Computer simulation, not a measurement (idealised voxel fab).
You're looking at the process module voxel lift off.
It is cross-section cut that appears here, measuring 290 nm in width, its square cells being 5 nm in size.
Cross-section format: a grid of square cells, given as bands from top to bottom; each band is one or more rows of cells.
Heads up on the band format: heights come first, top then bottom, in nm. After that it's the materials left to right, each with its width in nm. A single material flagged "all across" fills the whole band edge to edge, and "empty" means there's empty space there.
Counting heights begins at 0, where everything beneath is, in the wafer as received, one material. The lowest band has no bottom; it goes on downwards, as "top 0, no bottom" shows.
The expression "30..40" gives the width at the extremes of the band, the first number at its top row of cells and the second at its bottom row, with the width changing by equal amounts from each row to the next in between.
"everything unchanged" means the step left every cell of the cross-section as it was.
"Unvented cavities" lists enclosed empty spaces (at least 8 cells, no open path upward to the top), each as width x height at distance from the left edge, in nm.
Anything after a step's settings on that line? It's the simulator's own note about the step.
When a step includes a mask, the "overlay nm" setting on its line states how far to the right of its planned place that mask lay, and negative values state how far to the left.

Set out below are the planned steps of the process:
1,RECEIVE: material Si
2,CONFORMAL_DEP: material SiO2, thk nm 5
3,PATTERN: tone open, mask id LINES, material resist, width nm 25, pitch nm 40, thk nm 25, overlay nm 0
4,DIRECTIONAL_DEP: material Ru, thk nm 10
5,STRIP: etch materials resist
6,CONFORMAL_DEP: material SiCN, thk nm 10

First out of two wafers; run went to plan:

Cross-sectional view of the wafer in its as-received condition, corresponding to the state after step 1:
- top 0, no bottom = Si all across
- Unvented cavities: none

So this is the wafer cross-section right after step 2:
- top 5, bottom 0 = SiO2 all across
- Lower than 0, everything is as it was.

So this is the wafer cross-section right after step 3:
- top 30, bottom 5 = resist=110  empty=25  resist=15  empty=25  resist=115
- Lower than 5, everything is as it was.

So this is the wafer cross-section right after step 4:
- top 40, bottom 30 = Ru=110  empty=25  Ru=15  empty=25  Ru=115
- top 30, bottom 15 = resist=110  empty=25  resist=15  empty=25  resist=115
- top 15, bottom 5 = resist=110  Ru=25  resist=15  Ru=25  resist=115
- Lower than 5, everything is as it was.

So this is the wafer cross-section right after step 5:
- top 15, bottom 5 = empty=110  Ru=25  empty=15  Ru=25  empty=115
- Lower than 5, everything is as it was.

So this is the wafer cross-section right after step 6:
- top 25, bottom 15 = empty=100  SiCN=85  empty=105
- top 15, bottom 5 = SiCN=110  Ru=25  SiCN=15  Ru=25  SiCN=115
- Lower than 5, everything is as it was.

Companion wafer, the second of two: same beginning, same intended sequence, one mistake in carrying it out; through step 1 inclusive it tracks the first exactly:

when step 2 should have ended:
- top 5, bottom 0 = Ru all across
- Lower than 0, everything is as it was.

when step 3 should have ended:
- top 30, bottom 5 = resist=110  empty=25  resist=15  empty=25  resist=115
- Lower than 5, everything is as it was.

when step 4 should have ended:
- top 40, bottom 30 = Ru=110  empty=25  Ru=15  empty=25  Ru=115
- top 30, bottom 15 = resist=110  empty=25  resist=15  empty=25  resist=115
- top 15, bottom 5 = resist=110  Ru=25  resist=15  Ru=25  resist=115
- Lower than 5, everything is as it was.

when step 5 should have ended:
- top 15, bottom 5 = empty=110  Ru=25  empty=15  Ru=25  empty=115
- Lower than 5, everything is as it was.

when step 6 should have ended:
- top 25, bottom 15 = empty=100  SiCN=85  empty=105
- top 15, bottom 5 = SiCN=110  Ru=25  SiCN=15  Ru=25  SiCN=115
- Lower than 5, everything is as it was.
Short version of what went wrong: step 2 went in with a setting other than planned; the actual run was CONFORMAL_DEP: material Ru, thk nm 5
Wafer comparison, final, in cells, second relative to first, materials more or fewer: Ru +58, SiO2 -58
